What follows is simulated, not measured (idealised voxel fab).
Process module, titled voxel transistor to metal
Shown is cross-section cut, with a width of 165 nm and square cells of size 5 nm.
A cross-section is a grid of square cells, given in bands from the top down. A band is one or more rows of cells.
For a band, the entry starts with two heights in nm, that of the top and then that of the bottom, and carries on with the band's materials in order from left to right, each alongside its width in nm; the word "everywhere" beside a single material means it fills the band edge to edge, and "empty" means empty space.
Ref level 0: as-received wafer is one material below here. Bottom band extends down with no lower bound ("0..down").
The width entry "30->40" should be interpreted row by row: the top row of cells in the band takes the first number, the bottom row takes the second number, and the change between adjacent rows is uniform throughout.
"nothing altered" for a step: no cell of the cross-section changed in that step.
The entry "Trapped void list" lists the empty spaces that cover at least 8 cells and have no open path to the top. Each is written as width x height at distance, where the distance is measured from the left edge and all three values are in nm.
Whatever follows a step's settings on its line is a remark the simulator itself makes about that step.
What "overlay nm" on a step's line means: if the step has a mask, that mask lay this far to the right of its planned place, or, when the value is negative, to the left.

-- Set out below are the planned steps of the process
1: RECEIVE | material Si
2: CONFORMAL_DEP | material SiO2 | thk nm 5
3: CONFORMAL_DEP | material SiN | thk nm 10
4: DIRECTIONAL_DEP | material aC | thk nm 15
5: PATTERN | tone cover | mask id ACTIVE | material resist | width nm 95 | thk nm 30 | overlay nm 0
6: DIRECTIONAL_ETCH | etch materials aC | depth nm 15
7: STRIP | etch materials resist
8: DIRECTIONAL_ETCH | etch materials SiN | depth nm 10
9: DIRECTIONAL_ETCH | etch materials SiO2 | depth nm 5
10: DIRECTIONAL_ETCH | etch materials Si | depth nm 20
11: STRIP | etch materials aC
12: OXIDIZE | depth nm 5
13: FILL_DEP | material SiO2 | thk nm 15
14: CMP | height nm 15
15: SELECTIVE_ETCH | etch materials SiO2 | depth nm 5
16: STRIP | etch materials SiN
17: SELECTIVE_ETCH | etch materials SiO2 | depth nm 5
18: OXIDIZE | depth nm 5
19: DIRECTIONAL_DEP | material polySi | thk nm 20
20: DIRECTIONAL_DEP | material SiCN | thk nm 15
21: PATTERN | tone cover | mask id GATE | material resist | width nm 15 | thk nm 20 | overlay nm 0
22: DIRECTIONAL_ETCH | etch materials SiCN | depth nm 25
23: DIRECTIONAL_ETCH | etch materials polySi | depth nm 30
24: STRIP | etch materials resist
25: CONFORMAL_DEP | material SiN | thk nm 5
26: DIRECTIONAL_ETCH | etch materials SiN | depth nm 5
27: DIRECTIONAL_ETCH | etch materials SiO2 | depth nm 5
28: EPI | material SiGe | thk nm 5
29: FILL_DEP | material SiO2 | thk nm 10
30: CMP | height nm 35
31: DIRECTIONAL_DEP | material SiO2 | thk nm 10
32: PATTERN | tone open | mask id CONTACT | material resist | width nm 20 | pitch nm 65 | thk nm 15 | overlay nm 0
33: DIRECTIONAL_ETCH | etch materials SiO2 | depth nm 45
34: STRIP | etch materials resist
35: CONFORMAL_DEP | material TiN | thk nm 5
36: FILL_DEP | material Ru | thk nm 5
37: CMP | height nm 45
38: DIRECTIONAL_DEP | material TiN | thk nm 5
39: DIRECTIONAL_DEP | material Ru | thk nm 20
40: MASKED_ETCH | tone cover | mask id METAL_1 | width nm 20 | pitch nm 65 | etch materials Ru | depth nm 20 | overlay nm 0
41: MASKED_ETCH | tone cover | mask id METAL_1 | width nm 20 | pitch nm 65 | etch materials TiN | depth nm 5 | overlay nm 0
42: FILL_DEP | material SiO2 | thk nm 10
43: CMP | height nm 70
44: CONFORMAL_DEP | material SiN | thk nm 5

-- Received-state cross-section, reflecting completion of step 1
* 0..down | Si everywhere
* Trapped void list: none

-- Below is the wafer in cross-section after the module was completed. It began from the starting point shown above and followed the plan shown above, except that one mistake was made while running it
* 75..70 | SiN everywhere
* 70..50 | SiO2=40, then Ru=20, then SiO2=45, then Ru=20, then SiO2=40
* 50..45 | SiO2=40, then TiN=20, then SiO2=45, then TiN=20, then SiO2=40
* 45..35 | SiO2=45, then TiN=5, then Ru=10, then TiN=5, then SiO2=45, then TiN=5, then Ru=10, then TiN=5, then SiO2=35
* 35..20 | SiO2=45, then TiN=5, then Ru=10, then TiN=5, then SiO2=5, then SiN=5, then SiCN=15, then SiN=5, then SiO2=15, then TiN=5, then Ru=10, then TiN=5, then SiO2=35
* 20..5 | SiO2=45, then TiN=5, then Ru=10, then TiN=5, then SiO2=5, then SiN=5, then polySi=15, then SiN=5, then SiO2=15, then TiN=5, then Ru=10, then TiN=5, then SiO2=35
* 5..0 | SiO2=30, then SiN=5, then SiO2=10, then TiN=20, then SiO2=5, then SiN=5, then polySi=15, then SiN=5, then SiO2=15, then TiN=20, then SiN=5, then SiO2=30
* 0..-5 | SiO2=35, then SiGe=35, then SiO2=25, then SiGe=35, then SiO2=35
* -5..-25 | SiO2=40, then Si=85, then SiO2=40
* -25..down | Si everywhere
* Trapped void list: none
Against the plan, the run slipped here: step 32 did not happen as planned, as run it was PATTERN | tone open | mask id CONTACT | material resist | width nm 20 | pitch nm 65 | thk nm 15 | overlay nm 5
